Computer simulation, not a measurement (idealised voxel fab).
The process module presented herein is designated voxel transistor to metal.
Section cut is 160 nm wide and gridded with 5 nm square cells.
A cross-section is a grid of square cells, given in bands from the top down. A band is one or more rows of cells.
Top, bottom (nm), then materials left to right with widths (nm); lone material tagged "everywhere" fills the whole band edge to edge; "blank" = empty space.
Heads up on the height convention: 0 is the point under which the incoming wafer is all one material, and the lowest band has no bottom, it just keeps going down, like "0 and below".
Width spec "30 to 40" -> top row of cells at first value, bottom row at second value, equal per-row change in between.
"no modification" after a step means that no cell of the cross-section changed.
Look at "Closed void list" for the closed voids: empty spaces with no open path to the top, sized 8 cells or up. Each is width x height at distance, distance from the left edge, all nm.
If you see something after the settings on a step's line, that's the simulator's own remark about that step.
overlay nm: for a step with a mask, the amount by which the mask lay right of where it was planned; a negative amount means left of it.
Planned step list for the process:
| 1 | op RECEIVE | material Si |
| 2 | op OXIDIZE | depth nm 5 |
| 3 | op CONFORMAL_DEP | material SiN | thk nm 15 |
| 4 | op DIRECTIONAL_DEP | material aC | thk nm 10 |
| 5 | op PATTERN | tone cover | mask id ACTIVE | material resist | width nm 125 | thk nm 25 | overlay nm 0 |
| 6 | op DIRECTIONAL_ETCH | etch materials aC | depth nm 10 |
| 7 | op STRIP | etch materials resist |
| 8 | op DIRECTIONAL_ETCH | etch materials SiN | depth nm 15 |
| 9 | op DIRECTIONAL_ETCH | etch materials SiO2 | depth nm 5 |
| 10 | op DIRECTIONAL_ETCH | etch materials Si | depth nm 20 |
| 11 | op STRIP | etch materials aC |
| 12 | op FILL_DEP | material SiO2 | thk nm 5 |
| 13 | op CMP | height nm 15 |
| 14 | op SELECTIVE_ETCH | etch materials SiO2 | depth nm 15 |
| 15 | op STRIP | etch materials SiN |
| 16 | op SELECTIVE_ETCH | etch materials SiO2 | depth nm 5 |
| 17 | op OXIDIZE | depth nm 5 |
| 18 | op DIRECTIONAL_DEP | material polySi | thk nm 25 |
| 19 | op DIRECTIONAL_DEP | material SiCN | thk nm 15 |
| 20 | op MASKED_ETCH | tone cover | mask id GATE | width nm 35 | etch materials SiCN | depth nm 25 | overlay nm 0 |
| 21 | op MASKED_ETCH | tone cover | mask id GATE | width nm 35 | etch materials polySi | depth nm 35 | overlay nm 0 |
| 22 | op CONFORMAL_DEP | material SiN | thk nm 5 |
| 23 | op DIRECTIONAL_ETCH | etch materials SiN | depth nm 5 |
| 24 | op DIRECTIONAL_ETCH | etch materials SiO2 | depth nm 5 |
| 25 | op DIRECTIONAL_ETCH | etch materials Si | depth nm 15 |
| 26 | op EPI | material pSi | thk nm 20 |
| 27 | op FILL_DEP | material SiO2 | thk nm 10 |
| 28 | op CMP | height nm 20 |
| 29 | op STRIP | etch materials polySi |
| 30 | op SELECTIVE_ETCH | etch materials SiO2 | depth nm 5 |
| 31 | op CONFORMAL_DEP | material HfO2 | thk nm 5 |
| 32 | op CONFORMAL_DEP | material TiN | thk nm 5 |
| 33 | op FILL_DEP | material W | thk nm 5 |
| 34 | op CMP | height nm 15 |
| 35 | op DIRECTIONAL_DEP | material SiO2 | thk nm 10 |
| 36 | op DIRECTIONAL_DEP | material aC | thk nm 10 |
| 37 | op PATTERN | tone open | mask id CONTACT | material resist | width nm 20 | pitch nm 95 | thk nm 25 | overlay nm 0 |
| 38 | op DIRECTIONAL_ETCH | etch materials aC | depth nm 10 |
| 39 | op STRIP | etch materials resist |
| 40 | op DIRECTIONAL_ETCH | etch materials SiO2 | depth nm 30 |
| 41 | op STRIP | etch materials aC |
| 42 | op CONFORMAL_DEP | material TiN | thk nm 5 |
| 43 | op FILL_DEP | material Ru | thk nm 5 |
| 44 | op CMP | height nm 25 |
| 45 | op DIRECTIONAL_DEP | material TiN | thk nm 5 |
| 46 | op DIRECTIONAL_DEP | material W | thk nm 20 |
| 47 | op MASKED_ETCH | tone cover | mask id METAL_1 | width nm 20 | pitch nm 95 | etch materials W | depth nm 20 | overlay nm 0 |
| 48 | op MASKED_ETCH | tone cover | mask id METAL_1 | width nm 20 | pitch nm 95 | etch materials TiN | depth nm 5 | overlay nm 0 |
| 49 | op CONFORMAL_DEP | material SiCN | thk nm 5 |
| 50 | op FILL_DEP | material lowk | thk nm 10 |
| 51 | op CMP | height nm 50 |
| 52 | op CONFORMAL_DEP | material SiN | thk nm 5 |
Here's what the wafer looked like in cross-section when it arrived - that's after step 1:
	0 and below: Si everywhere
	Closed void list: none
Run as planned - first of the two wafers cross-sectioned at the end of the module:
	55 down to 50: SiN everywhere
	50 down to 30: lowk 15  SiCN 5  W 20  SiCN 5  lowk 65  SiCN 5  W 20  SiCN 5  lowk 20
	30 down to 25: SiCN 20  TiN 20  SiCN 75  TiN 20  SiCN 25
	25 down to 15: SiO2 20  TiN 5  Ru 10  TiN 5  SiO2 75  TiN 5  Ru 10  TiN 5  SiO2 25
	15 down to 10: SiO2 20  TiN 5  Ru 5  TiN 10  SiO2 15  SiN 5  HfO2 5  TiN 5  W 15  TiN 5  HfO2 5  SiN 5  SiO2 15  TiN 10  Ru 5  TiN 5  SiO2 25
	10 down to 0: SiO2 20  TiN 5  Ru 5  TiN 5  pSi 20  SiN 5  HfO2 5  TiN 5  W 15  TiN 5  HfO2 5  SiN 5  pSi 20  TiN 5  Ru 5  TiN 5  SiO2 25
	0 down to -5: SiO2 20  TiN 15  pSi 20  SiN 5  HfO2 5  TiN 25  HfO2 5  SiN 5  pSi 20  TiN 15  SiO2 25
	-5 down to -10: SiO2 10  pSi 45  HfO2 45  pSi 45  SiO2 15
	-10 down to -25: SiO2 15  pSi 40  Si 45  pSi 40  SiO2 20
	-25 and below: Si everywhere
	Closed void list: none
Wafer two (of two), end-of-module cross-section: start = wafer one, plan = wafer one, one run mistake:
	55 down to 50: SiN everywhere
	50 down to 30: lowk 15  SiCN 5  W 20  SiCN 5  lowk 65  SiCN 5  W 20  SiCN 5  lowk 20
	30 down to 25: SiCN 20  TiN 20  SiCN 75  TiN 20  SiCN 25
	25 down to 20: SiO2 20  TiN 5  Ru 10  TiN 5  SiO2 75  TiN 5  Ru 10  TiN 5  SiO2 25
	20 down to 15: SiO2 20  TiN 20  SiO2 75  TiN 20  SiO2 25
	15 down to 10: Ru 55  SiN 5  HfO2 5  TiN 5  W 15  TiN 5  HfO2 5  SiN 5  Ru 60
	10 down to 0: Ru 35  pSi 20  SiN 5  HfO2 5  TiN 5  W 15  TiN 5  HfO2 5  SiN 5  pSi 20  Ru 40
	0 down to -5: Ru 35  pSi 20  SiN 5  HfO2 5  TiN 25  HfO2 5  SiN 5  pSi 20  Ru 40
	-5 down to -10: Ru 10  pSi 45  HfO2 45  pSi 45  Ru 15
	-10 down to -25: SiO2 15  pSi 40  Si 45  pSi 40  SiO2 20
	-25 and below: Si everywhere
	Closed void list: none
Heads up, the wafer didn't run the way we planned it: step 27 ran with different settings than intended, the actual operation and settings being op FILL_DEP | material Ru | thk nm 10
Wafer comparison, final, in cells, second relative to first, materials more or fewer: 63 more of Ru, 47 fewer of SiO2, 16 fewer of TiN
